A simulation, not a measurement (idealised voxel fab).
process module | voxel self aligned contacts
cross-section cut | 300 nm wide | cells 5 nm
A cross-section is a grid of square cells, given in bands from the top down. A band is one or more rows of cells.
Each band's line starts with the height of the band's top and of its bottom, in nm. Then come its materials from left to right, each with its width in nm. One material with "throughout" fills the band from edge to edge. "air" is empty space.
Height 0 is the level under which the wafer as received is all one material. The lowest band goes on downwards, as in "0 down".
A width such as "30 to 40" changes by the same amount from each row of cells to the next, from the band's top row to its bottom row.
"no change" after a step means that no cell of the cross-section changed.
closed voids: empty space of 8 cells or more with no open way to the top, each as width x height at its distance from the left edge, in nm
after a step's settings: what the simulator itself notes on the step
overlay nm, on a step with a mask: how far to the right of its planned place the mask lay; to the left if negative
plan
1 op RECEIVE | material Si
2 op OXIDIZE | depth nm 5
3 op DIRECTIONAL_DEP | material polySi | thk nm 20
4 op DIRECTIONAL_DEP | material SiN | thk nm 15
5 op PATTERN | tone cover | mask id GATE | material resist | width nm 35 | pitch nm 60 | thk nm 20 | overlay nm 0
6 op DIRECTIONAL_ETCH | etch materials SiN | depth nm 15
7 op DIRECTIONAL_ETCH | etch materials polySi | depth nm 20
8 op STRIP | etch materials resist
9 op CONFORMAL_DEP | material SiN | thk nm 5
10 op DIRECTIONAL_ETCH | etch materials SiN | depth nm 5
11 op FILL_DEP | material SiO2 | thk nm 15
12 op CMP | height nm 45
13 op PATTERN | tone open | mask id CONTACT | material resist | width nm 35 | thk nm 15 | overlay nm 0
14 op DIRECTIONAL_ETCH | etch materials SiO2 | depth nm 50
15 op STRIP | etch materials resist
16 op CONFORMAL_DEP | material TiN | thk nm 5
17 op FILL_DEP | material Ru | thk nm 10
18 op CMP | height nm 45
19 op CONFORMAL_DEP | material SiN | thk nm 5
as received, after step 1
  0 down: Si throughout
  closed voids: none
first wafer at the end, as planned
  50 to 45: SiN throughout
  45 to 35: SiO2 130 | TiN 5 to 15 | Ru 25 to 5 | TiN 5 to 15 | SiO2 135
  35 to 20: SiO2 95 | SiN 45 | TiN 5 | Ru 5 | TiN 5 | SiN 45 | SiO2 100
  20 to 0: SiO2 95 | SiN 5 | polySi 35 | SiN 5 | TiN 5 | Ru 5 | TiN 5 | SiN 5 | polySi 35 | SiN 5 | SiO2 100
  0 to -5: SiO2 140 | TiN 15 | SiO2 145
  -5 down: Si throughout
  closed voids: none
second wafer at the end: like start, like plan, one mistake
  50 to 45: SiN throughout
  45 to 40: SiO2 95 | SiN 45 | TiN 5 | Ru 5 | TiN 5 | SiN 45 | SiO2 100
  40 to 25: SiO2 95 | SiN 5 | polySi 35 | SiN 5 | TiN 5 | Ru 5 | TiN 5 | SiN 5 | polySi 35 | SiN 5 | SiO2 100
  25 to 20: SiO2 95 | SiN 5 | polySi 35 | SiN 5 | TiN 15 | SiN 5 | polySi 35 | SiN 5 | SiO2 100
  20 to 0: polySi throughout
  0 to -5: SiO2 throughout
  -5 down: Si throughout
  closed voids: none
what went wrong: step 3 was run twice
at the end the second wafer has, in cells: 9 fewer of Ru | 36 fewer of SiN | 181 fewer of SiO2 | 14 fewer of TiN | 240 more of polySi
